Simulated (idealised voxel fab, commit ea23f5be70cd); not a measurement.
Process module heading - voxel gate over fins
The cross-section on display is named cut; it measures 300 nm wide, and its cells are 5 nm squares.
A cross-section in this document is a grid of square cells, and it is written down as bands, the top band listed before the ones below it; a band is made up of one or more rows of cells.
Band: top and bottom heights (nm) first, top before bottom; then materials from left to right, widths in nm. "everywhere" marks a sole material filling the band edge to edge. "blank" denotes empty space.
Where do heights start? At 0: under that level the wafer as delivered is made of one material only. And the lowest band has no floor; it just carries on downward, as in "0 and below".
A two-number width, for instance "30 to 40", indicates that the width is equal to the first number in the top row of the band and to the second number in the bottom row, and that it changes by a constant amount per row of cells.
You'll sometimes find "no alteration" written for a step, and that's the way of saying that nowhere in the cross-section did a cell change during that step.
Entry "Enclosed void catalog". Content: empty spaces with no open connection to the top, size 8 cells or greater. Each: width x height at distance. Distance: from left edge. Unit: nm.
If you see something after the settings on a step's line, that's the simulator's own remark about that step.
"overlay nm" denotes, for a step that has a mask, the displacement of the mask to the right of its planned place, with negative values corresponding to the left.
## So here's the lineup of process steps we planned
1: RECEIVE,material Si
2: CONFORMAL_DEP,material SiN,thk nm 10
3: PATTERN,tone cover,mask id FINS,material resist,width nm 15,pitch nm 40,thk nm 15,overlay nm 0
4: DIRECTIONAL_ETCH,etch materials SiN,depth nm 10
5: DIRECTIONAL_ETCH,etch materials Si,depth nm 30
6: STRIP,etch materials resist
7: OXIDIZE,depth nm 5
8: FILL_DEP,material SiO2,thk nm 15
9: CMP,height nm 10
10: SELECTIVE_ETCH,etch materials SiO2,depth nm 20
11: STRIP,etch materials SiN
12: CONFORMAL_DEP,material HfO2,thk nm 5
13: CONFORMAL_DEP,material TiN,thk nm 5
14: CONFORMAL_DEP,material TiAl,thk nm 5
15: CONFORMAL_DEP,material TiN,thk nm 5
16: FILL_DEP,material W,thk nm 10
17: CMP,height nm 25
18: CONFORMAL_DEP,material SiN,thk nm 10
## Here's what the wafer looked like in cross-section when it arrived - that's after step 1
- 0 and below | Si everywhere
- Enclosed void catalog: none
## First of two wafers, end-of-module section, run followed plan
- 35 down to 25 | SiN everywhere
- 25 down to 20 | W everywhere
- 20 down to 15 | W 105 / TiN 85 / W 110
- 15 down to 10 | W 105 / TiN 5 / TiAl 35 / TiN 5 / TiAl 35 / TiN 5 / W 110
- 10 down to 5 | TiN 110 / TiAl 5 / TiN 25 / TiAl 5 / TiN 5 / TiAl 5 / TiN 25 / TiAl 5 / TiN 115
- 5 down to 0 | TiAl 115 / TiN 5 / HfO2 15 / TiN 5 / TiAl 15 / TiN 5 / HfO2 15 / TiN 5 / TiAl 120
- 0 down to -5 | TiN 120 / HfO2 5 / Si 5 / HfO2 5 / TiN 25 / HfO2 5 / Si 5 / HfO2 5 / TiN 125
- -5 down to -10 | HfO2 125 / Si 5 / HfO2 35 / Si 5 / HfO2 130
- -10 down to -35 | SiO2 125 / Si 5 / SiO2 35 / Si 5 / SiO2 130
- -35 and below | Si everywhere
- Enclosed void catalog: none
## Here is the second of the two wafers cut open at the end of the module - same start, same plan as the first one, but we made one mistake running it
- 35 down to 25 | SiN everywhere
- 25 down to 20 | TiN everywhere
- 20 down to 15 | TiAl everywhere
- 15 down to 10 | TiN everywhere
- 10 down to 5 | HfO2 125 / TiN 5 / HfO2 35 / TiN 5 / HfO2 130
- 5 down to 0 | SiO2 120 / HfO2 15 / SiO2 25 / HfO2 15 / SiO2 125
- 0 down to -35 | SiO2 125 / Si 5 / SiO2 35 / Si 5 / SiO2 130
- -35 and below | Si everywhere
- Enclosed void catalog: none
Deviation noted in wafer processing: step 9 of the plan: omitted, not performed
Bottom line after processing is that, in cells, the second wafer is up or down on some materials versus the first: HfO2 -4; SiO2 +170; TiAl -8; TiN -12; W -146
